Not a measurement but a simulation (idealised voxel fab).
A process module follows: voxel trench capacitor.
It is cross-section cut that appears here, measuring 225 nm in width, its square cells being 5 nm in size.
Cross-section, as written here: a square-cell grid given band by band from the top down, where a band holds one or more rows of cells.
Band: top height; bottom height; in nm. Then, left to right: material with width in nm, for each material. "everywhere": a single material spanning edge to edge. "air": empty space.
All heights in this document are referenced to 0, defined as the level beneath which the wafer, as received, consists entirely of one material. The lowest band is not bounded below; it extends indefinitely downward and is written in the form "0..down".
Per-row width for "30..40": begins at first number (top row of band), ends at second number (bottom row), increment between rows held constant.
What does "no alterations made" mean for a step? It means no cell of the cross-section changed in that step.
"Closed internal cavities" specifies each empty space that is not open to the top and that occupies no fewer than 8 cells, using the form width x height at distance, the distance measured from the left edge and all three quantities in nm.
If you see something after the settings on a step's line, that's the simulator's own remark about that step.
overlay nm: where the mask lay relative to plan, measured to the right, on steps with a mask; negatives go left.

## This section lists the process steps that were planned
1. RECEIVE with material Si
2. CONFORMAL_DEP with material SiN, thk nm 10
3. MASKED_ETCH with tone open, mask id TRENCH, width nm 15, pitch nm 45, etch materials SiN, depth nm 10, overlay nm 0
4. MASKED_ETCH with tone open, mask id TRENCH, width nm 15, pitch nm 45, etch materials Si, depth nm 40, overlay nm 0
5. CONFORMAL_DEP with material SiO2, thk nm 5
6. FILL_DEP with material polySi, thk nm 5
7. CMP with height nm 10

## first wafer, as planned

## Wafer as received: cross-section following step 1
> 0..down | Si everywhere
> Closed internal cavities: none

## Once step 2 is through, the wafer looks like this in cross-section
> 10..0 | SiN everywhere
> below 0: unchanged

## Once step 3 is through, the wafer looks like this in cross-section
> 10..0 | SiN: 80; air: 15; SiN: 30; air: 15; SiN: 85
> below 0: unchanged

## Once step 4 is through, the wafer looks like this in cross-section
> 10..0 | SiN: 80; air: 15; SiN: 30; air: 15; SiN: 85
> 0..-40 | Si: 80; air: 15; Si: 30; air: 15; Si: 85
> below -40: unchanged

## Once step 5 is through, the wafer looks like this in cross-section
> 15..10 | SiO2: 85; air: 5; SiO2: 40; air: 5; SiO2: 90
> 10..0 | SiN: 80; SiO2: 5; air: 5; SiO2: 5; SiN: 30; SiO2: 5; air: 5; SiO2: 5; SiN: 85
> 0..-35 | Si: 80; SiO2: 5; air: 5; SiO2: 5; Si: 30; SiO2: 5; air: 5; SiO2: 5; Si: 85
> -35..-40 | Si: 80; SiO2: 15; Si: 30; SiO2: 15; Si: 85
> below -40: unchanged

## Once step 6 is through, the wafer looks like this in cross-section
> 20..15 | polySi everywhere
> 15..10 | SiO2: 85; polySi: 5; SiO2: 40; polySi: 5; SiO2: 90
> 10..0 | SiN: 80; SiO2: 5; polySi: 5; SiO2: 5; SiN: 30; SiO2: 5; polySi: 5; SiO2: 5; SiN: 85
> 0..-35 | Si: 80; SiO2: 5; polySi: 5; SiO2: 5; Si: 30; SiO2: 5; polySi: 5; SiO2: 5; Si: 85
> below -35: unchanged

## Once step 7 is through, the wafer looks like this in cross-section
> 10..0 | SiN: 80; SiO2: 5; polySi: 5; SiO2: 5; SiN: 30; SiO2: 5; polySi: 5; SiO2: 5; SiN: 85
> below 0: unchanged

## Wafer two. Same start, same plan, one slip in execution. Same as wafer one through step 3, inclusive

## Cross-section, second wafer, at the end time the plan gives for step 4
> 10..0 | SiN: 80; air: 15; SiN: 30; air: 15; SiN: 85
> 0..-80 | Si: 80; air: 15; Si: 30; air: 15; Si: 85
> below -80: unchanged

## Cross-section, second wafer, at the end time the plan gives for step 5
> 15..10 | SiO2: 85; air: 5; SiO2: 40; air: 5; SiO2: 90
> 10..0 | SiN: 80; SiO2: 5; air: 5; SiO2: 5; SiN: 30; SiO2: 5; air: 5; SiO2: 5; SiN: 85
> 0..-75 | Si: 80; SiO2: 5; air: 5; SiO2: 5; Si: 30; SiO2: 5; air: 5; SiO2: 5; Si: 85
> -75..-80 | Si: 80; SiO2: 15; Si: 30; SiO2: 15; Si: 85
> below -80: unchanged

## Cross-section, second wafer, at the end time the plan gives for step 6
> 20..15 | polySi everywhere
> 15..10 | SiO2: 85; polySi: 5; SiO2: 40; polySi: 5; SiO2: 90
> 10..0 | SiN: 80; SiO2: 5; polySi: 5; SiO2: 5; SiN: 30; SiO2: 5; polySi: 5; SiO2: 5; SiN: 85
> 0..-75 | Si: 80; SiO2: 5; polySi: 5; SiO2: 5; Si: 30; SiO2: 5; polySi: 5; SiO2: 5; Si: 85
> below -75: unchanged

## Cross-section, second wafer, at the end time the plan gives for step 7
> 10..0 | SiN: 80; SiO2: 5; polySi: 5; SiO2: 5; SiN: 30; SiO2: 5; polySi: 5; SiO2: 5; SiN: 85
> below 0: unchanged
The plan and the run diverged here: yeah, plan step 4 got run twice
Cell-count delta at end, second wafer over first, by material: Si: 48 fewer; SiO2: 32 more; polySi: 16 more
